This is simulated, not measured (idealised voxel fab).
Name of the process module below: voxel gate over fins
Section cut is 200 nm wide and gridded with 5 nm square cells.
Notation: cross-section as square-cell grid; stated in bands, top first, going down; one or more cell rows per band.
Per band: top height and bottom height in nm, followed by the left-to-right materials and their widths in nm; "edge to edge" marks a single material spanning edge to edge, "blank" marks empty space.
Beneath 0, the wafer as received is one material, and that level is where height counting begins. The lowest band goes on downward without a bottom; it is written like "z 0 and below".
With a width like "30..40", each row of cells in the band differs from the next by the same amount, the top row carrying the first number and the bottom row the second.
The cross-section has no changed cell in any step marked "everything unchanged".
Any empty space of 8 cells or more lacking an open way to the top shows up in "Entrapped voids" as width x height at distance, distance from the left edge, in nm.
If you see something after the settings on a step's line, that's the simulator's own remark about that step.
overlay nm: where the mask lay relative to plan, measured to the right, on steps with a mask; negatives go left.

-- List of planned process steps
1: RECEIVE with material Si
2: CONFORMAL_DEP with material SiN, thk nm 5
3: PATTERN with tone cover, mask id FINS, material resist, width nm 15, pitch nm 50, thk nm 15, overlay nm 0
4: DIRECTIONAL_ETCH with etch materials SiN, depth nm 5
5: DIRECTIONAL_ETCH with etch materials Si, depth nm 30
6: STRIP with etch materials resist
7: FILL_DEP with material SiO2, thk nm 15
8: CMP with height nm 5
9: MASKED_ETCH with tone open, mask id RAIL, width nm 15, etch materials SiO2, depth nm 30, overlay nm 0
10: CONFORMAL_DEP with material TiN, thk nm 5
11: FILL_DEP with material W, thk nm 5
12: CMP with height nm 5
13: SELECTIVE_ETCH with etch materials W Ru TiN, depth nm 25
14: FILL_DEP with material SiO2, thk nm 5
15: CMP with height nm 5
16: SELECTIVE_ETCH with etch materials SiO2, depth nm 15
17: STRIP with etch materials SiN
18: CONFORMAL_DEP with material HfO2, thk nm 5
19: CONFORMAL_DEP with material TiN, thk nm 5
20: FILL_DEP with material W, thk nm 15
21: CMP with height nm 20
22: CONFORMAL_DEP with material SiN, thk nm 5

-- Cross-sectional view of the wafer in its as-received condition, corresponding to the state after step 1
  z 0 and below  Si edge to edge
  Entrapped voids: none

-- Below is the wafer in cross-section after the module was completed. It began from the starting point shown above and followed the plan shown above, except that one mistake was made while running it
  z 25 to 20  SiN edge to edge
  z 20 to 10  W edge to edge
  z 10 to 5  W: 5, TiN: 35, W: 15, TiN: 35, W: 15, TiN: 35, W: 15, TiN: 35, W: 10
  z 5 to 0  W: 5, TiN: 5, HfO2: 25, TiN: 5, W: 15, TiN: 5, HfO2: 25, TiN: 5, W: 15, TiN: 5, HfO2: 25, TiN: 5, W: 15, TiN: 5, HfO2: 25, TiN: 5, W: 10
  z 0 to -5  TiN: 10, HfO2: 5, Si: 15, HfO2: 5, TiN: 25, HfO2: 5, Si: 15, HfO2: 5, TiN: 25, HfO2: 5, Si: 15, HfO2: 5, TiN: 25, HfO2: 5, Si: 15, HfO2: 5, TiN: 15
  z -5 to -10  HfO2: 15, Si: 15, HfO2: 35, Si: 15, HfO2: 35, Si: 15, HfO2: 35, Si: 15, HfO2: 20
  z -10 to -20  SiO2: 15, Si: 15, SiO2: 35, Si: 15, SiO2: 35, Si: 15, SiO2: 35, Si: 15, SiO2: 20
  z -20 to -25  TiN: 15, Si: 15, TiN: 10, SiO2: 15, TiN: 10, Si: 15, TiN: 35, Si: 15, TiN: 35, Si: 15, TiN: 20
  z -25 to -30  SiO2: 15, Si: 15, SiO2: 35, Si: 15, SiO2: 35, Si: 15, SiO2: 35, Si: 15, SiO2: 20
  z -30 and below  Si edge to edge
  Entrapped voids: none
It is concluded that the wafer was processed incorrectly with respect to the plan, in that step 9 went in with a setting other than planned; the actual run was MASKED_ETCH with tone cover, mask id RAIL, width nm 15, etch materials SiO2, depth nm 30, overlay nm 0
